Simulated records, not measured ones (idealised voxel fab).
The name of this process module is voxel ribs on slabs.
Section cut is 190 nm wide and gridded with 5 nm square cells.
How to read a cross-section here: the picture is a grid of square cells, written as bands going from the top down, and any band can span one or more rows of cells. First you get the band's top height and its bottom height, in nm, and then the materials it's made of, left to right, with each width in nm. If you see a single material with "full width", that one covers the band edge to edge. "blank" is empty space. Height datum 0, below which the as-received substrate wafer is one material. Lowest band open at the bottom, running downward: "0 -> down". The two numbers in a width such as "30->40" mark its ends across the band: the first belongs to the top row of cells, the second to the bottom row, and from each row to the next the width moves by the same amount. "left unchanged" means the step left every cell of the cross-section as it was. The entry "Enclosed internal cavities" lists the empty spaces that cover at least 8 cells and have no open path to the top. Each is written as width x height at distance, where the distance is measured from the left edge and all three values are in nm. Where a step's line continues beyond its settings, the continuation is a remark by the simulator itself on that step. overlay nm: mask offset rightward from planned place, masked step; negative means leftward offset.

Set out below are the planned steps of the process
1 RECEIVE, material Si
2 DIRECTIONAL_DEP, material SiO2, thk nm 20
3 DIRECTIONAL_DEP, material SiN, thk nm 20
4 DIRECTIONAL_DEP, material aC, thk nm 10
5 PATTERN, tone cover, mask id RIB, material resist, width nm 20, thk nm 30, overlay nm 0
6 DIRECTIONAL_ETCH, etch materials aC, depth nm 10
7 STRIP, etch materials resist
8 DIRECTIONAL_ETCH, etch materials SiN, depth nm 10
9 STRIP, etch materials aC
10 MASKED_ETCH, tone cover, mask id SLAB, width nm 70, etch materials SiN, depth nm 10, overlay nm 0
11 FILL_DEP, material SiO2, thk nm 20
12 CMP, height nm 55
13 DIRECTIONAL_DEP, material TiN, thk nm 10
14 PATTERN, tone cover, mask id HEATER, material resist, width nm 40, thk nm 20, overlay nm 0
15 DIRECTIONAL_ETCH, etch materials TiN, depth nm 10
16 STRIP, etch materials resist
17 CONFORMAL_DEP, material SiN, thk nm 5
Heads up: all these wafers start the same, and what changes between them is the width nm in step 5. The value you see in the plan is just what the first wafer got.

Cross-section, first of several wafers, as delivered after step 1
> 0 -> down | Si full width
> Enclosed internal cavities: none

Take any row and you have a wafer at the end of the module: how many cells of each material it has gained (+) or lost (-) since it was received, and then its closed voids
width nm 20, +78 SiN, +382 SiO2, +16 TiN, Enclosed internal cavities: none
width nm 25, +80 SiN, +380 SiO2, +16 TiN, Enclosed internal cavities: none
width nm 30, +82 SiN, +378 SiO2, +16 TiN, Enclosed internal cavities: none
width nm 35, +84 SiN, +376 SiO2, +16 TiN, Enclosed internal cavities: none
width nm 40, +86 SiN, +374 SiO2, +16 TiN, Enclosed internal cavities: none
width nm 45, +88 SiN, +372 SiO2, +16 TiN, Enclosed internal cavities: none
